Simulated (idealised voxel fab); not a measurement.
Module name: voxel self aligned contacts (process module)
Cross-sectional view cut (width: 160 nm; square cell size: 5 nm).
Throughout this document, each cross-section is represented as a grid of square cells and is presented as a sequence of bands enumerated from the top downward, where a band comprises one or more rows of cells. Heights first: top, then bottom, in nm. Then materials, left to right, each with a width in nm. "throughout" on a single material: fills the band edge to edge. "air": empty space. Heads up on the height convention: 0 is the point under which the incoming wafer is all one material, and the lowest band has no bottom, it just keeps going down, like "0 and below". Width: "30->40" (first number = top row, second number = bottom row, same change from row to row of cells). It should be understood that the words "nothing different", when stated for a given step, signify that the cross-section underwent no change in any of its cells during that step. "Non-vented voids" enumerates empty spaces isolated from the top, with no open way to it, that contain at least 8 cells, giving each as width x height at distance from the left edge, all three in nm. after a step's settings: what the simulator itself notes on the step. Each step line may optionally specify "overlay nm", which for a step with a mask gives the rightward distance between the mask's planned place and where it lay, a negative value indicating the leftward direction.

Steps in the process plan:
1) RECEIVE with material Si
2) CONFORMAL_DEP with material SiO2, thk nm 5
3) DIRECTIONAL_DEP with material polySi, thk nm 30
4) DIRECTIONAL_DEP with material SiN, thk nm 20
5) MASKED_ETCH with tone cover, mask id GATE, width nm 30, pitch nm 60, etch materials SiN, depth nm 20, overlay nm 0
6) MASKED_ETCH with tone cover, mask id GATE, width nm 30, pitch nm 60, etch materials polySi, depth nm 30, overlay nm 0
7) CONFORMAL_DEP with material SiN, thk nm 5
8) DIRECTIONAL_ETCH with etch materials SiN, depth nm 5
9) FILL_DEP with material SiO2, thk nm 20
10) CMP with height nm 65
11) DIRECTIONAL_DEP with material aC, thk nm 10
12) PATTERN with tone open, mask id CONTACT, material resist, width nm 40, thk nm 25, overlay nm 0
13) DIRECTIONAL_ETCH with etch materials aC, depth nm 10
14) STRIP with etch materials resist
15) DIRECTIONAL_ETCH with etch materials SiO2, depth nm 65
16) STRIP with etch materials aC
17) CONFORMAL_DEP with material TiN, thk nm 5
18) FILL_DEP with material Ru, thk nm 5
19) CMP with height nm 65
20) CONFORMAL_DEP with material SiCN, thk nm 5

So this is the incoming wafer in cross-section - it's already been through step 1:
> 0 and below | Si throughout
> Non-vented voids: none

The module was run from the start shown above using the plan shown above, but one mistake was made doing it; the resulting wafer cross-section is below:
> 70 down to 65 | SiCN throughout
> 65 down to 55 | 60 of SiO2 / 5->15 of TiN / 30->10 of Ru / 5->15 of TiN / 60 of SiO2
> 55 down to 35 | 30 of SiO2 / 40 of SiN / 5 of TiN / 10 of Ru / 5 of TiN / 40 of SiN / 30 of SiO2
> 35 down to 15 | 30 of SiO2 / 5 of SiN / 30 of polySi / 5 of SiN / 5 of TiN / 10 of Ru / 5 of TiN / 5 of SiN / 30 of polySi / 5 of SiN / 30 of SiO2
> 15 down to 10 | 30 of SiO2 / 5 of SiN / 30 of polySi / 5 of SiN / 20 of TiN / 5 of SiN / 30 of polySi / 5 of SiN / 30 of SiO2
> 10 down to 5 | polySi throughout
> 5 down to 0 | SiO2 throughout
> 0 and below | Si throughout
> Non-vented voids: none
Where did the run depart from the plan? off-plan run, step 6, actual operation and settings MASKED_ETCH with tone cover, mask id GATE, width nm 30, pitch nm 60, etch materials polySi, depth nm 25, overlay nm 0
